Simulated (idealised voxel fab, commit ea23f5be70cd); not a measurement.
process module | voxel gate over fins
cross-section cut | 140 nm wide | cells 5 nm
A cross-section is a grid of square cells, given in bands from the top down. A band is one or more rows of cells.
Each band's line starts with the height of the band's top and of its bottom, in nm. Then come its materials from left to right, each with its width in nm. One material with "throughout" fills the band from edge to edge. "air" is empty space.
Height 0 is the level under which the wafer as received is all one material. The lowest band goes on downwards, as in "0 down".
A width such as "30 to 40" changes by the same amount from each row of cells to the next, from the band's top row to its bottom row.
"no change" after a step means that no cell of the cross-section changed.
closed voids: empty space of 8 cells or more with no open way to the top, each as width x height at its distance from the left edge, in nm
after a step's settings: what the simulator itself notes on the step
overlay nm, on a step with a mask: how far to the right of its planned place the mask lay; to the left if negative
plan
1 op RECEIVE | material Si
2 op CONFORMAL_DEP | material SiN | thk nm 5
3 op MASKED_ETCH | tone cover | mask id FINS | width nm 15 | pitch nm 45 | etch materials SiN | depth nm 5 | overlay nm 0
4 op MASKED_ETCH | tone cover | mask id FINS | width nm 15 | pitch nm 45 | etch materials Si | depth nm 40 | overlay nm 0
5 op OXIDIZE | depth nm 5
6 op FILL_DEP | material SiO2 | thk nm 5
7 op CMP | height nm 5
8 op SELECTIVE_ETCH | etch materials SiO2 | depth nm 20
9 op STRIP | etch materials SiN
10 op CONFORMAL_DEP | material HfO2 | thk nm 5
11 op CONFORMAL_DEP | material TiN | thk nm 5
12 op FILL_DEP | material W | thk nm 15
13 op CMP | height nm 20
14 op CONFORMAL_DEP | material SiN | thk nm 10
as received, after step 1
  0 down: Si throughout
  closed voids: none
a wafer at the end: this start, this plan, one mistake
  30 to 20: SiN throughout
  20 to 10: W throughout
  10 to 5: W 10 | TiN 25 | W 20 | TiN 25 | W 20 | TiN 25 | W 15
  5 to 0: TiN 15 | HfO2 15 | TiN 30 | HfO2 15 | TiN 30 | HfO2 15 | TiN 20
  0 to -5: HfO2 20 | Si 5 | HfO2 40 | Si 5 | HfO2 40 | Si 5 | HfO2 25
  -5 to -45: SiO2 20 | Si 5 | SiO2 40 | Si 5 | SiO2 40 | Si 5 | SiO2 25
  -45 down: Si throughout
  closed voids: none
what went wrong: step 8 ran as: op SELECTIVE_ETCH | etch materials SiO2 | depth nm 10
